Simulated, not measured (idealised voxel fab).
Process module name: voxel wiring stack
cross-section cut | 265 nm wide | cells 5 nm
This document writes a cross-section as a grid whose cells are square, and gives it as bands, listed from the top down; one or more rows of cells form a band. Heads up on the band format: heights come first, top then bottom, in nm. After that it's the materials left to right, each with its width in nm. A single material flagged "edge to edge" fills the whole band edge to edge, and "blank" means there's empty space there. Ref level 0: as-received wafer is one material below here. Bottom band extends down with no lower bound ("top 0, no bottom"). The two numbers in a width such as "30..40" mark its ends across the band: the first belongs to the top row of cells, the second to the bottom row, and from each row to the next the width moves by the same amount. "nothing altered" after a step means that no cell of the cross-section changed. Entry "Closed void list". Content: empty spaces with no open connection to the top, size 8 cells or greater. Each: width x height at distance. Distance: from left edge. Unit: nm. Step line, after settings: the simulator's comment on this step. overlay nm: for a step with a mask, the amount by which the mask lay right of where it was planned; a negative amount means left of it.

Planned step list for the process:
| 1 | RECEIVE (material Si) |
| 2 | CONFORMAL_DEP (material SiO2; thk nm 15) |
| 3 | CONFORMAL_DEP (material SiN; thk nm 5) |
| 4 | DIRECTIONAL_DEP (material lowk; thk nm 25) |
| 5 | DIRECTIONAL_DEP (material aC; thk nm 10) |
| 6 | PATTERN (tone open; mask id METAL_1; material resist; width nm 25; pitch nm 45; thk nm 25; overlay nm 0) |
| 7 | DIRECTIONAL_ETCH (etch materials aC; depth nm 10) |
| 8 | STRIP (etch materials resist) |
| 9 | DIRECTIONAL_ETCH (etch materials lowk; depth nm 25) |
| 10 | DIRECTIONAL_ETCH (etch materials SiN; depth nm 5) |
| 11 | STRIP (etch materials aC) |
| 12 | CONFORMAL_DEP (material TiN; thk nm 5) |
| 13 | FILL_DEP (material Cu; thk nm 10) |
| 14 | CMP (height nm 45) |
| 15 | CONFORMAL_DEP (material SiCN; thk nm 5) |
| 16 | DIRECTIONAL_DEP (material SiO2; thk nm 10) |
| 17 | DIRECTIONAL_DEP (material aC; thk nm 10) |
| 18 | PATTERN (tone open; mask id PLUG_1; material resist; width nm 15; thk nm 25; overlay nm 0) |
| 19 | DIRECTIONAL_ETCH (etch materials aC; depth nm 10) |
| 20 | STRIP (etch materials resist) |
| 21 | DIRECTIONAL_ETCH (etch materials SiO2; depth nm 10) |
| 22 | DIRECTIONAL_ETCH (etch materials SiCN; depth nm 5) |
| 23 | STRIP (etch materials aC) |
| 24 | CONFORMAL_DEP (material TiN; thk nm 5) |
| 25 | FILL_DEP (material Ru; thk nm 10) |
| 26 | CMP (height nm 60) |
| 27 | CONFORMAL_DEP (material SiN; thk nm 5) |
| 28 | DIRECTIONAL_DEP (material SiO2; thk nm 15) |
| 29 | MASKED_ETCH (tone open; mask id METAL_2; width nm 25; pitch nm 45; etch materials SiO2; depth nm 15; overlay nm 0) |
| 30 | MASKED_ETCH (tone open; mask id METAL_2; width nm 25; pitch nm 45; etch materials SiN; depth nm 5; overlay nm 0) |
| 31 | CONFORMAL_DEP (material TiN; thk nm 5) |
| 32 | FILL_DEP (material W; thk nm 10) |
| 33 | CMP (height nm 80) |
| 34 | CONFORMAL_DEP (material SiCN; thk nm 5) |
| 35 | DIRECTIONAL_DEP (material lowk; thk nm 20) |
| 36 | MASKED_ETCH (tone open; mask id PLUG_2; width nm 15; pitch nm 45; etch materials lowk; depth nm 20; overlay nm 0) |
| 37 | MASKED_ETCH (tone open; mask id PLUG_2; width nm 15; pitch nm 45; etch materials SiCN; depth nm 5; overlay nm 0) |
| 38 | CONFORMAL_DEP (material TiN; thk nm 5) |
| 39 | FILL_DEP (material W; thk nm 10) |
| 40 | CMP (height nm 105) |
| 41 | CONFORMAL_DEP (material SiN; thk nm 5) |
| 42 | DIRECTIONAL_DEP (material SiO2; thk nm 20) |
| 43 | DIRECTIONAL_DEP (material aC; thk nm 15) |
| 44 | PATTERN (tone open; mask id METAL_3; material resist; width nm 25; pitch nm 45; thk nm 30; overlay nm 0) |
| 45 | DIRECTIONAL_ETCH (etch materials aC; depth nm 15) |
| 46 | STRIP (etch materials resist) |
| 47 | DIRECTIONAL_ETCH (etch materials SiO2; depth nm 20) |
| 48 | DIRECTIONAL_ETCH (etch materials SiN; depth nm 5) |
| 49 | STRIP (etch materials aC) |
| 50 | CONFORMAL_DEP (material TiN; thk nm 5) |
| 51 | FILL_DEP (material W; thk nm 10) |
| 52 | CMP (height nm 130) |
| 53 | EPI (material Ru; thk nm 5) |
| 54 | FILL_DEP (material SiCN; thk nm 5) |

So this is the incoming wafer in cross-section - it's already been through step 1:
	top 0, no bottom | Si edge to edge
	Closed void list: none

The module was run from the start shown above using the plan shown above, but one mistake was made doing it; the resulting wafer cross-section is below:
	top 140, bottom 135 | SiCN edge to edge
	top 135, bottom 130 | 90 of SiCN  35 of Ru  10 of SiCN  35 of Ru  95 of SiCN
	top 130, bottom 110 | 95 of SiO2  5 of TiN  15 of W  5 of TiN  20 of SiO2  5 of TiN  15 of W  5 of TiN  100 of SiO2
	top 110, bottom 105 | 95 of SiN  25 of TiN  20 of SiN  25 of TiN  100 of SiN
	top 105, bottom 90 | 105 of lowk  5 of TiN  5 of W  5 of TiN  30 of lowk  5 of TiN  5 of W  5 of TiN  100 of lowk
	top 90, bottom 85 | 105 of lowk  15 of TiN  30 of lowk  15 of TiN  100 of lowk
	top 85, bottom 80 | 105 of SiCN  5 of TiN  40 of SiCN  5 of TiN  110 of SiCN
	top 80, bottom 65 | 95 of SiO2  5 of TiN  15 of W  5 of TiN  20 of SiO2  5 of TiN  15 of W  5 of TiN  100 of SiO2
	top 65, bottom 60 | 95 of SiN  25 of TiN  20 of SiN  25 of TiN  100 of SiN
	top 60, bottom 50 | 95 of SiO2  5 of TiN  5 of Ru  5 of TiN  155 of SiO2
	top 50, bottom 45 | 95 of SiCN  15 of TiN  155 of SiCN
	top 45, bottom 20 | 95 of lowk  5 of TiN  15 of Cu  5 of TiN  20 of lowk  5 of TiN  15 of Cu  5 of TiN  100 of lowk
	top 20, bottom 15 | 95 of SiN  25 of TiN  20 of SiN  25 of TiN  100 of SiN
	top 15, bottom 0 | SiO2 edge to edge
	top 0, no bottom | Si edge to edge
	Closed void list: none
Misprocessing identified: step 36 was not run as planned; what actually ran was MASKED_ETCH (tone open; mask id PLUG_2; width nm 15; pitch nm 45; etch materials lowk; depth nm 20; overlay nm 10)
